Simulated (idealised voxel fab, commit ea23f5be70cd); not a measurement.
Process module in this document: voxel quadruple lines
FYI the section here is cut, 215 nm wide, cells are 5 nm squares.
Format of a cross-section: grid, square cells. Given as bands. Order: top down. Band: one or more rows of cells.
Read a band's entry like this: the first values are the height of its top and the height of its bottom in nm, and what follows is the sequence of materials from left to right, each with its width in nm. Note that "air" is empty space, and that a single material marked "all across" reaches across the band from edge to edge.
Heights from 0 (as-received wafer is one material below). Bottom band endless downward, as "z 0 and below".
Top row gets the first number, bottom row gets the second, and each row in between changes by the same step: that is how a band width like "30..40" works.
"no change" after a step means that no cell of the cross-section changed.
If an empty space has no open way to the top and is at least 8 cells in size, "Fully sealed voids" lists it, written width x height at distance, where distance is measured from the left edge and every value is in nm.
Note: text after step settings on the step line = simulator remark on that step.
"overlay nm" denotes, for a step that has a mask, the displacement of the mask to the right of its planned place, with negative values corresponding to the left.

**Set out below are the planned steps of the process**
1) RECEIVE,material Si
2) CONFORMAL_DEP,material Al2O3,thk nm 5
3) DIRECTIONAL_DEP,material TiN,thk nm 15
4) DIRECTIONAL_DEP,material polySi,thk nm 15
5) DIRECTIONAL_DEP,material aC,thk nm 20
6) PATTERN,tone cover,mask id MANDREL,material resist,width nm 20,thk nm 30,overlay nm 0
7) DIRECTIONAL_ETCH,etch materials aC,depth nm 20
8) STRIP,etch materials resist
9) CONFORMAL_DEP,material SiO2,thk nm 10
10) DIRECTIONAL_ETCH,etch materials SiO2,depth nm 10
11) STRIP,etch materials aC
12) DIRECTIONAL_ETCH,etch materials polySi,depth nm 15
13) STRIP,etch materials SiO2
14) CONFORMAL_DEP,material SiCN,thk nm 5
15) DIRECTIONAL_ETCH,etch materials SiCN,depth nm 5
16) STRIP,etch materials polySi
17) DIRECTIONAL_ETCH,etch materials TiN,depth nm 15
18) STRIP,etch materials SiCN

**Cross-section of the wafer at receipt, which is the condition after step 1**
* z 0 and below: Si all across
* Fully sealed voids: none

**Below is the wafer in cross-section after the module was completed. It began from the starting point shown above and followed the plan shown above, except that one mistake was made while running it**
* z 35 to 20: polySi all across
* z 20 to 5: TiN all across
* z 5 to 0: Al2O3 all across
* z 0 and below: Si all across
* Fully sealed voids: none
So what did we get wrong on this run? note that step 5 departed from the planned setting and was carried out as DIRECTIONAL_DEP,material SiCN,thk nm 20
